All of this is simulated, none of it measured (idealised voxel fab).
process module | voxel double patterning
cross-section cut | 240 nm wide | cells 5 nm
A cross-section is a grid of square cells, given in bands from the top down. A band is one or more rows of cells.
Each band's line starts with the height of the band's top and of its bottom, in nm. Then come its materials from left to right, each with its width in nm. One material with "throughout" fills the band from edge to edge. "air" is empty space.
Height 0 is the level under which the wafer as received is all one material. The lowest band goes on downwards, as in "0 down".
A width such as "30 to 40" changes by the same amount from each row of cells to the next, from the band's top row to its bottom row.
"no change" after a step means that no cell of the cross-section changed.
closed voids: empty space of 8 cells or more with no open way to the top, each as width x height at its distance from the left edge, in nm
after a step's settings: what the simulator itself notes on the step
overlay nm, on a step with a mask: how far to the right of its planned place the mask lay; to the left if negative
plan
1 op RECEIVE | material Si
2 op CONFORMAL_DEP | material SiO2 | thk nm 10
3 op DIRECTIONAL_DEP | material polySi | thk nm 15
4 op DIRECTIONAL_DEP | material SiN | thk nm 10
5 op MASKED_ETCH | tone open | mask id FIRST | width nm 15 | pitch nm 50 | etch materials SiN | depth nm 10 | overlay nm 0
6 op MASKED_ETCH | tone open | mask id SECOND | width nm 15 | pitch nm 50 | etch materials SiN | depth nm 10 | overlay nm 0
7 op DIRECTIONAL_ETCH | etch materials polySi | depth nm 15
8 op STRIP | etch materials SiN
as received, after step 1
  0 down: Si throughout
  closed voids: none
a wafer at the end: this start, this plan, one mistake
  25 to 20: polySi 60 | air 15 | polySi 10 | air 15 | polySi 10 | air 15 | polySi 10 | air 15 | polySi 10 | air 15 | polySi 65
  20 to 10: polySi throughout
  10 to 0: SiO2 throughout
  0 down: Si throughout
  closed voids: none
what went wrong: step 7 ran as: op DIRECTIONAL_ETCH | etch materials polySi | depth nm 5
